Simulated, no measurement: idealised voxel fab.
process module | voxel double patterning
cross-section cut | 170 nm wide | cells 5 nm
A cross-section is a grid of square cells, given in bands from the top down. A band is one or more rows of cells.
Each band's line starts with the height of the band's top and of its bottom, in nm. Then come its materials from left to right, each with its width in nm. One material with "throughout" fills the band from edge to edge. "air" is empty space.
Height 0 is the level under which the wafer as received is all one material. The lowest band goes on downwards, as in "0 down".
A width such as "30 to 40" changes by the same amount from each row of cells to the next, from the band's top row to its bottom row.
"no change" after a step means that no cell of the cross-section changed.
closed voids: empty space of 8 cells or more with no open way to the top, each as width x height at its distance from the left edge, in nm
after a step's settings: what the simulator itself notes on the step
overlay nm, on a step with a mask: how far to the right of its planned place the mask lay; to the left if negative
plan
1 op RECEIVE | material Si
2 op CONFORMAL_DEP | material SiN | thk nm 10
3 op DIRECTIONAL_DEP | material SiO2 | thk nm 10
4 op DIRECTIONAL_DEP | material SiCN | thk nm 10
5 op DIRECTIONAL_DEP | material aC | thk nm 15
6 op PATTERN | tone open | mask id FIRST | material resist | width nm 15 | pitch nm 50 | thk nm 35 | overlay nm -15
7 op DIRECTIONAL_ETCH | etch materials aC | depth nm 15
8 op STRIP | etch materials resist
9 op DIRECTIONAL_ETCH | etch materials SiCN | depth nm 10
10 op STRIP | etch materials aC
11 op PATTERN | tone open | mask id SECOND | material resist | width nm 15 | thk nm 20 | overlay nm 0
12 op DIRECTIONAL_ETCH | etch materials SiCN | depth nm 10
13 op STRIP | etch materials resist
14 op DIRECTIONAL_ETCH | etch materials SiO2 | depth nm 10
15 op STRIP | etch materials SiCN
varied across the wafers: overlay nm of step 6. The plan shows the first wafer's value. All wafers start alike
first wafer as received, after step 1
  0 down: Si throughout
  closed voids: none
first wafer at the end, after step 15
  20 to 10: SiO2 35 | air 15 | SiO2 25 | air 25 | SiO2 70
  10 to 0: SiN throughout
  0 down: Si throughout
  closed voids: none
last wafer at the end
  20 to 10: SiO2 65 | air 25 | SiO2 25 | air 15 | SiO2 40
  10 to 0: SiN throughout
  0 down: Si throughout
  closed voids: none
each wafer at the end: cells of each material gained (+) or lost (-) since it was received, then its closed voids
overlay nm -15 | +68 SiN | +52 SiO2 | closed voids: none
overlay nm -10 | +68 SiN | +50 SiO2 | closed voids: none
overlay nm -5 | +68 SiN | +50 SiO2 | closed voids: none
overlay nm 0 | +68 SiN | +50 SiO2 | closed voids: none
overlay nm 5 | +68 SiN | +50 SiO2 | closed voids: none
overlay nm 10 | +68 SiN | +50 SiO2 | closed voids: none
overlay nm 15 | +68 SiN | +52 SiO2 | closed voids: none
